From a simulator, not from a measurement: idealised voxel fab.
Process module name: voxel released beams
We display cut, a cross-section 155 nm in width whose square cells are each 5 nm.
Throughout this document, each cross-section is represented as a grid of square cells and is presented as a sequence of bands enumerated from the top downward, where a band comprises one or more rows of cells.
Per band: top height and bottom height in nm, followed by the left-to-right materials and their widths in nm; "everywhere" marks a single material spanning edge to edge, "empty" marks empty space.
Ref level 0: as-received wafer is one material below here. Bottom band extends down with no lower bound ("z 0 and below").
The width entry "30..40" should be interpreted row by row: the top row of cells in the band takes the first number, the bottom row takes the second number, and the change between adjacent rows is uniform throughout.
"changes: none" after a step means that no cell of the cross-section changed.
You'll see "Closed void list" listing empty spaces that have no way open to the top, as long as they're 8 cells or more; the notation is width x height at distance, where the distance is from the left edge, and all of it is in nm.
Heads up: the bit after the settings on a step's line is the simulator's remark on that step.
When a step includes a mask, the "overlay nm" setting on its line states how far to the right of its planned place that mask lay, and negative values state how far to the left.
Intended process steps:
1) RECEIVE,material Si
2) CONFORMAL_DEP,material Al2O3,thk nm 5
3) DIRECTIONAL_DEP,material SiO2,thk nm 10
4) DIRECTIONAL_DEP,material aC,thk nm 15
5) PATTERN,tone open,mask id ANCHOR,material resist,width nm 40,thk nm 35,overlay nm 0
6) DIRECTIONAL_ETCH,etch materials aC,depth nm 15
7) STRIP,etch materials resist
8) DIRECTIONAL_ETCH,etch materials SiO2,depth nm 10
9) STRIP,etch materials aC
10) CONFORMAL_DEP,material SiN,thk nm 15
11) MASKED_ETCH,tone cover,mask id BEAM,width nm 100,etch materials SiN,depth nm 15,overlay nm 0
12) STRIP,etch materials SiO2
Cross-section, incoming material, after step 1:
* z 0 and below | Si everywhere
* Closed void list: none
Cross-sectional result after module completion. Note: starting condition and plan are unchanged from above; one processing mistake was made:
* z 30 to 25 | 25 nm empty / 20 nm SiN / 10 nm empty / 70 nm SiN / 30 nm empty
* z 25 to 20 | 45 nm SiN / 10 nm empty / 100 nm SiN
* z 20 to 15 | SiN everywhere
* z 15 to 5 | 30 nm SiO2 / 40 nm SiN / 85 nm SiO2
* z 5 to 0 | Al2O3 everywhere
* z 0 and below | Si everywhere
* Closed void list: none
The mistake made against the process plan was this: step 11 went in with a setting other than planned; the actual run was MASKED_ETCH,tone cover,mask id BEAM,width nm 100,etch materials SiN,depth nm 5,overlay nm 0
